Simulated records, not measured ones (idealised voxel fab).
process module | voxel tone inversion
cross-section cut | 300 nm wide | cells 5 nm
A cross-section is a grid of square cells, given in bands from the top down. A band is one or more rows of cells.
Each band's line starts with the height of the band's top and of its bottom, in nm. Then come its materials from left to right, each with its width in nm. One material with "throughout" fills the band from edge to edge. "air" is empty space.
Height 0 is the level under which the wafer as received is all one material. The lowest band goes on downwards, as in "0 down".
A width such as "30 to 40" changes by the same amount from each row of cells to the next, from the band's top row to its bottom row.
"no change" after a step means that no cell of the cross-section changed.
closed voids: empty space of 8 cells or more with no open way to the top, each as width x height at its distance from the left edge, in nm
after a step's settings: what the simulator itself notes on the step
overlay nm, on a step with a mask: how far to the right of its planned place the mask lay; to the left if negative
plan
1 op RECEIVE | material Si
2 op CONFORMAL_DEP | material SiCN | thk nm 5
3 op DIRECTIONAL_DEP | material polySi | thk nm 15
4 op PATTERN | tone cover | mask id POSTS | material resist | width nm 20 | pitch nm 40 | thk nm 25 | overlay nm -15
5 op DIRECTIONAL_ETCH | etch materials polySi | depth nm 15
6 op STRIP | etch materials resist
7 op FILL_DEP | material SiO2 | thk nm 5
8 op CMP | height nm 20
9 op STRIP | etch materials polySi
varied across the wafers: overlay nm of step 4. The plan shows the first wafer's value. All wafers start alike
first wafer as received, after step 1
  0 down: Si throughout
  closed voids: none
first wafer at the end, after step 9
  20 to 5: SiO2 105 | air 20 | SiO2 20 | air 20 | SiO2 135
  5 to 0: SiCN throughout
  0 down: Si throughout
  closed voids: none
last wafer at the end
  20 to 5: SiO2 135 | air 20 | SiO2 20 | air 20 | SiO2 105
  5 to 0: SiCN throughout
  0 down: Si throughout
  closed voids: none
each wafer at the end: cells of each material gained (+) or lost (-) since it was received, then its closed voids
overlay nm -15 | +60 SiCN | +156 SiO2 | closed voids: none
overlay nm -10 | +60 SiCN | +156 SiO2 | closed voids: none
overlay nm -5 | +60 SiCN | +156 SiO2 | closed voids: none
overlay nm 0 | +60 SiCN | +156 SiO2 | closed voids: none
overlay nm 5 | +60 SiCN | +156 SiO2 | closed voids: none
overlay nm 10 | +60 SiCN | +156 SiO2 | closed voids: none
overlay nm 15 | +60 SiCN | +156 SiO2 | closed voids: none
